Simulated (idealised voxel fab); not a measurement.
Process module under the name voxel released beams
This is section cut - it's 200 nm across, gridded in 5 nm square cells.
Cross-section, as written here: a square-cell grid given band by band from the top down, where a band holds one or more rows of cells. Heads up on the band format: heights come first, top then bottom, in nm. After that it's the materials left to right, each with its width in nm. A single material flagged "edge to edge" fills the whole band edge to edge, and "blank" means there's empty space there. Heads up on the height convention: 0 is the point under which the incoming wafer is all one material, and the lowest band has no bottom, it just keeps going down, like "0 nm and below". It should be noted that a width expressed as "30->40" varies in equal increments from row to row of cells within the band, taking the value of the first number at the top row and that of the second number at the bottom row. Any step labelled "changes: none" changed none of the cells in the cross-section. "Sealed internal cavities": empty spaces of 8 cells or more with no open way to the top, each given as width x height at distance, distance from the left edge, all in nm. Whatever follows a step's settings on its line is a remark the simulator itself makes about that step. The line of a step may include "overlay nm". On a step with a mask, this value is how far to the right of its planned place the mask lay. A negative value means the mask lay to the left.

[Steps in the process plan]
| 1 | RECEIVE with material Si |
| 2 | CONFORMAL_DEP with material SiN, thk nm 5 |
| 3 | DIRECTIONAL_DEP with material SiO2, thk nm 20 |
| 4 | DIRECTIONAL_DEP with material aC, thk nm 15 |
| 5 | PATTERN with tone open, mask id ANCHOR, material resist, width nm 35, thk nm 30, overlay nm 0 |
| 6 | DIRECTIONAL_ETCH with etch materials aC, depth nm 15 |
| 7 | STRIP with etch materials resist |
| 8 | DIRECTIONAL_ETCH with etch materials SiO2, depth nm 20 |
| 9 | STRIP with etch materials aC |
| 10 | CONFORMAL_DEP with material TiN, thk nm 15 |
| 11 | PATTERN with tone cover, mask id BEAM, material resist, width nm 80, thk nm 20, overlay nm 0 |
| 12 | DIRECTIONAL_ETCH with etch materials TiN, depth nm 15 |
| 13 | STRIP with etch materials resist |
| 14 | STRIP with etch materials SiO2 |

[Step 1 complete: cross-section of the wafer as received]
    0 nm and below = Si edge to edge
    Sealed internal cavities: none

[End state of the module in cross-section, given the above starting point and plan and one mistake in execution]
    15 nm to 0 nm = blank 55 / TiN 80 / blank 65
    0 nm and below = Si edge to edge
    Sealed internal cavities: none
Which mistake was made when the wafer was run? step 9 was not run as planned; what actually ran was STRIP with etch materials SiN
